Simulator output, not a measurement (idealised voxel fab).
Process module heading - voxel double patterning
Cross-section cut: width 240 nm, square cells of 5 nm.
Cross-section, as written here: a square-cell grid given band by band from the top down, where a band holds one or more rows of cells.
In this notation a band is specified by the heights of its top and bottom, in that order and in nm, after which its materials appear from left to right, each paired with its width in nm. The word "all across" attached to a single material means that material fills the band from edge to edge; the word "blank" stands for empty space.
Heights from 0 (as-received wafer is one material below). Bottom band endless downward, as "0 -> down".
You'd read "30->40" like this: the band's top row of cells is as wide as the first number, its bottom row is as wide as the second, and going down, every row changes width by the same amount as the row before did.
"nothing was modified" -> step changed no cross-section cell.
"Completely enclosed voids" means: voids of 8 cells or more that are shut off from the top with no open way through. Written width x height at distance, distance from the left edge, in nm.
after a step's settings: what the simulator itself notes on the step
When a step includes a mask, the "overlay nm" setting on its line states how far to the right of its planned place that mask lay, and negative values state how far to the left.

**These are the steps we planned for the process**
- 1: RECEIVE (material Si)
- 2: CONFORMAL_DEP (material SiO2; thk nm 5)
- 3: DIRECTIONAL_DEP (material TiN; thk nm 20)
- 4: DIRECTIONAL_DEP (material SiN; thk nm 10)
- 5: PATTERN (tone open; mask id FIRST; material resist; width nm 15; pitch nm 50; thk nm 15; overlay nm 0)
- 6: DIRECTIONAL_ETCH (etch materials SiN; depth nm 10)
- 7: STRIP (etch materials resist)
- 8: PATTERN (tone open; mask id SECOND; material resist; width nm 15; thk nm 15; overlay nm 0)
- 9: DIRECTIONAL_ETCH (etch materials SiN; depth nm 10)
- 10: STRIP (etch materials resist)
- 11: DIRECTIONAL_ETCH (etch materials TiN; depth nm 20)
- 12: STRIP (etch materials SiN)

**Incoming wafer in cross-section (state: after step 1)**
0 -> down  Si all across
Completely enclosed voids: none

**Module complete, cross-section. Starting point and plan per above. One mistake made in running the module**
25 -> 5  85 of TiN; 15 of blank; 5 of TiN; 15 of blank; 15 of TiN; 15 of blank; 90 of TiN
5 -> 0  SiO2 all across
0 -> down  Si all across
Completely enclosed voids: none
So what did we get wrong on this run? step 8 went in with a setting other than planned; the actual run was PATTERN (tone open; mask id SECOND; material resist; width nm 15; thk nm 15; overlay nm -5)
